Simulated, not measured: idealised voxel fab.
This section sets out a process module, namely voxel local oxidation.
The cross-section on display is named cut; it measures 155 nm wide, and its cells are 5 nm squares.
Heads up, the way a cross-section reads in here is a grid of square cells, handed over as bands from the top down, with every band being one or more rows of cells.
Per band: top height and bottom height in nm, followed by the left-to-right materials and their widths in nm; "throughout" marks a single material spanning edge to edge, "air" marks empty space.
Height 0 is the level under which the wafer as received is all one material. The lowest band goes on downwards, as in "0 and below".
Per-row width for "30..40": begins at first number (top row of band), ends at second number (bottom row), increment between rows held constant.
The designation "all unchanged", where it is given for a processing step, indicates that no cell of the cross-section was altered in the course of that step.
"Closed void list" means: voids of 8 cells or more that are shut off from the top with no open way through. Written width x height at distance, distance from the left edge, in nm.
after a step's settings: what the simulator itself notes on the step
overlay nm: right-of-plan distance of the mask on a masked step; negative values mean left-of-plan.

[Listed below are the process steps as planned]
1: op RECEIVE | material Si
2: op CONFORMAL_DEP | material SiO2 | thk nm 5
3: op CONFORMAL_DEP | material SiN | thk nm 10
4: op DIRECTIONAL_DEP | material aC | thk nm 15
5: op PATTERN | tone cover | mask id ACTIVE | material resist | width nm 90 | thk nm 35 | overlay nm 0
6: op DIRECTIONAL_ETCH | etch materials aC | depth nm 15
7: op STRIP | etch materials resist
8: op DIRECTIONAL_ETCH | etch materials SiN | depth nm 10
9: op STRIP | etch materials aC
10: op SELECTIVE_ETCH | etch materials SiO2 | depth nm 5
11: op OXIDIZE | depth nm 10
12: op STRIP | etch materials SiN

[As-received wafer cross-section (after step 1)]
  0 and below: Si throughout
  Closed void list: none

[Cross-section, end of module. Start: as above. Plan: as above. Execution: one mistake]
  5 down to 0: 35 air | 80 SiO2 | 40 air
  0 down to -20: 55 SiO2 | 40 Si | 60 SiO2
  -20 and below: Si throughout
  Closed void list: none
Against the plan, the run slipped here: step 11 ran with different settings than intended, the actual operation and settings being op OXIDIZE | depth nm 20
